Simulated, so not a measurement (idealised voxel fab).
process module | voxel self aligned vias
cross-section cut | 230 nm wide | cells 5 nm
A cross-section is a grid of square cells, given in bands from the top down. A band is one or more rows of cells.
Each band's line starts with the height of the band's top and of its bottom, in nm. Then come its materials from left to right, each with its width in nm. One material with "throughout" fills the band from edge to edge. "air" is empty space.
Height 0 is the level under which the wafer as received is all one material. The lowest band goes on downwards, as in "0 down".
A width such as "30 to 40" changes by the same amount from each row of cells to the next, from the band's top row to its bottom row.
"no change" after a step means that no cell of the cross-section changed.
closed voids: empty space of 8 cells or more with no open way to the top, each as width x height at its distance from the left edge, in nm
after a step's settings: what the simulator itself notes on the step
overlay nm, on a step with a mask: how far to the right of its planned place the mask lay; to the left if negative
plan
1 op RECEIVE | material Si
2 op CONFORMAL_DEP | material SiO2 | thk nm 10
3 op CONFORMAL_DEP | material SiCN | thk nm 5
4 op DIRECTIONAL_DEP | material SiO2 | thk nm 30
5 op DIRECTIONAL_DEP | material aC | thk nm 10
6 op PATTERN | tone open | mask id LINES | material resist | width nm 20 | pitch nm 55 | thk nm 30 | overlay nm 0
7 op DIRECTIONAL_ETCH | etch materials aC | depth nm 10
8 op STRIP | etch materials resist
9 op DIRECTIONAL_ETCH | etch materials SiO2 | depth nm 30
10 op STRIP | etch materials aC
11 op CONFORMAL_DEP | material TiN | thk nm 5
12 op FILL_DEP | material Ru | thk nm 5
13 op CMP | height nm 45
14 op SELECTIVE_ETCH | etch materials W Ru TiN | depth nm 10
15 op FILL_DEP | material SiN | thk nm 10
16 op CMP | height nm 45
17 op DIRECTIONAL_DEP | material SiO2 | thk nm 20
18 op PATTERN | tone open | mask id VIAS | material resist | width nm 40 | pitch nm 110 | thk nm 20 | overlay nm 0
19 op DIRECTIONAL_ETCH | etch materials SiO2 | depth nm 20
20 op DIRECTIONAL_ETCH | etch materials SiN | depth nm 10
21 op STRIP | etch materials resist
22 op CONFORMAL_DEP | material TiN | thk nm 5
23 op FILL_DEP | material Cu | thk nm 10
24 op CMP | height nm 65
25 op CONFORMAL_DEP | material SiN | thk nm 5
first wafer, as planned
as received, after step 1
  0 down: Si throughout
  closed voids: none
after step 2
  10 to 0: SiO2 throughout
  below 0: unchanged
after step 3
  15 to 10: SiCN throughout
  below 10: unchanged
after step 4
  45 to 15: SiO2 throughout
  below 15: unchanged
after step 5
  55 to 45: aC throughout
  below 45: unchanged
after step 6
  85 to 55: resist 50 | air 20 | resist 35 | air 20 | resist 35 | air 20 | resist 50
  below 55: unchanged
after step 7
  75 to 55: resist 50 | air 20 | resist 35 | air 20 | resist 35 | air 20 | resist 50
  55 to 45: aC 50 | air 20 | aC 35 | air 20 | aC 35 | air 20 | aC 50
  below 45: unchanged
after step 8
  55 to 45: aC 50 | air 20 | aC 35 | air 20 | aC 35 | air 20 | aC 50
  below 45: unchanged
after step 9
  55 to 45: aC 50 | air 20 | aC 35 | air 20 | aC 35 | air 20 | aC 50
  45 to 15: SiO2 50 | air 20 | SiO2 35 | air 20 | SiO2 35 | air 20 | SiO2 50
  below 15: unchanged
after step 10
  45 to 15: SiO2 50 | air 20 | SiO2 35 | air 20 | SiO2 35 | air 20 | SiO2 50
  below 15: unchanged
after step 11
  50 to 45: TiN 55 | air 10 | TiN 45 | air 10 | TiN 45 | air 10 | TiN 55
  45 to 20: SiO2 50 | TiN 5 | air 10 | TiN 5 | SiO2 35 | TiN 5 | air 10 | TiN 5 | SiO2 35 | TiN 5 | air 10 | TiN 5 | SiO2 50
  20 to 15: SiO2 50 | TiN 20 | SiO2 35 | TiN 20 | SiO2 35 | TiN 20 | SiO2 50
  below 15: unchanged
after step 12
  55 to 50: Ru throughout
  50 to 45: TiN 55 | Ru 10 | TiN 45 | Ru 10 | TiN 45 | Ru 10 | TiN 55
  45 to 20: SiO2 50 | TiN 5 | Ru 10 | TiN 5 | SiO2 35 | TiN 5 | Ru 10 | TiN 5 | SiO2 35 | TiN 5 | Ru 10 | TiN 5 | SiO2 50
  below 20: unchanged
after step 13
  45 to 20: SiO2 50 | TiN 5 | Ru 10 | TiN 5 | SiO2 35 | TiN 5 | Ru 10 | TiN 5 | SiO2 35 | TiN 5 | Ru 10 | TiN 5 | SiO2 50
  below 20: unchanged
after step 14
  45 to 35: SiO2 50 | air 20 | SiO2 35 | air 20 | SiO2 35 | air 20 | SiO2 50
  below 35: unchanged
after step 15
  55 to 45: SiN throughout
  45 to 35: SiO2 50 | SiN 20 | SiO2 35 | SiN 20 | SiO2 35 | SiN 20 | SiO2 50
  below 35: unchanged
after step 16
  45 to 35: SiO2 50 | SiN 20 | SiO2 35 | SiN 20 | SiO2 35 | SiN 20 | SiO2 50
  below 35: unchanged
after step 17
  65 to 45: SiO2 throughout
  below 45: unchanged
after step 18
  85 to 65: resist 40 | air 40 | resist 70 | air 40 | resist 40
  below 65: unchanged
after step 19
  85 to 65: resist 40 | air 40 | resist 70 | air 40 | resist 40
  65 to 45: SiO2 40 | air 40 | SiO2 70 | air 40 | SiO2 40
  below 45: unchanged
after step 20
  85 to 65: resist 40 | air 40 | resist 70 | air 40 | resist 40
  65 to 45: SiO2 40 | air 40 | SiO2 70 | air 40 | SiO2 40
  45 to 35: SiO2 50 | air 20 | SiO2 35 | SiN 20 | SiO2 35 | air 20 | SiO2 50
  below 35: unchanged
after step 21
  65 to 45: SiO2 40 | air 40 | SiO2 70 | air 40 | SiO2 40
  below 45: unchanged
after step 22
  70 to 65: TiN 45 | air 30 | TiN 80 | air 30 | TiN 45
  65 to 50: SiO2 40 | TiN 5 | air 30 | TiN 5 | SiO2 70 | TiN 5 | air 30 | TiN 5 | SiO2 40
  50 to 45: SiO2 40 | TiN 15 | air 10 | TiN 15 | SiO2 70 | TiN 15 | air 10 | TiN 15 | SiO2 40
  45 to 40: SiO2 50 | TiN 5 | air 10 | TiN 5 | SiO2 35 | SiN 20 | SiO2 35 | TiN 5 | air 10 | TiN 5 | SiO2 50
  40 to 35: SiO2 50 | TiN 20 | SiO2 35 | SiN 20 | SiO2 35 | TiN 20 | SiO2 50
  below 35: unchanged
after step 23
  80 to 70: Cu throughout
  70 to 65: TiN 45 | Cu 30 | TiN 80 | Cu 30 | TiN 45
  65 to 50: SiO2 40 | TiN 5 | Cu 30 | TiN 5 | SiO2 70 | TiN 5 | Cu 30 | TiN 5 | SiO2 40
  50 to 45: SiO2 40 | TiN 15 | Cu 10 | TiN 15 | SiO2 70 | TiN 15 | Cu 10 | TiN 15 | SiO2 40
  45 to 40: SiO2 50 | TiN 5 | Cu 10 | TiN 5 | SiO2 35 | SiN 20 | SiO2 35 | TiN 5 | Cu 10 | TiN 5 | SiO2 50
  below 40: unchanged
after step 24
  65 to 50: SiO2 40 | TiN 5 | Cu 30 | TiN 5 | SiO2 70 | TiN 5 | Cu 30 | TiN 5 | SiO2 40
  below 50: unchanged
after step 25
  70 to 65: SiN throughout
  below 65: unchanged
second wafer: like start, like plan, one mistake. Through step 21 it matches the first wafer
when step 22 should have ended
  80 to 65: TiN 55 | air 10 | TiN 100 | air 10 | TiN 55
  65 to 60: SiO2 40 | TiN 15 | air 10 | TiN 15 | SiO2 70 | TiN 15 | air 10 | TiN 15 | SiO2 40
  60 to 45: SiO2 40 | TiN 40 | SiO2 70 | TiN 40 | SiO2 40
  45 to 35: SiO2 50 | TiN 20 | SiO2 35 | SiN 20 | SiO2 35 | TiN 20 | SiO2 50
  below 35: unchanged
when step 23 should have ended
  90 to 80: Cu throughout
  80 to 65: TiN 55 | Cu 10 | TiN 100 | Cu 10 | TiN 55
  65 to 60: SiO2 40 | TiN 15 | Cu 10 | TiN 15 | SiO2 70 | TiN 15 | Cu 10 | TiN 15 | SiO2 40
  below 60: unchanged
when step 24 should have ended
  65 to 60: SiO2 40 | TiN 15 | Cu 10 | TiN 15 | SiO2 70 | TiN 15 | Cu 10 | TiN 15 | SiO2 40
  below 60: unchanged
when step 25 should have ended
  70 to 65: SiN throughout
  below 65: unchanged
what went wrong: step 22 ran as: op CONFORMAL_DEP | material TiN | thk nm 15
at the end the second wafer has, in cells: 40 fewer of Cu | 40 more of TiN
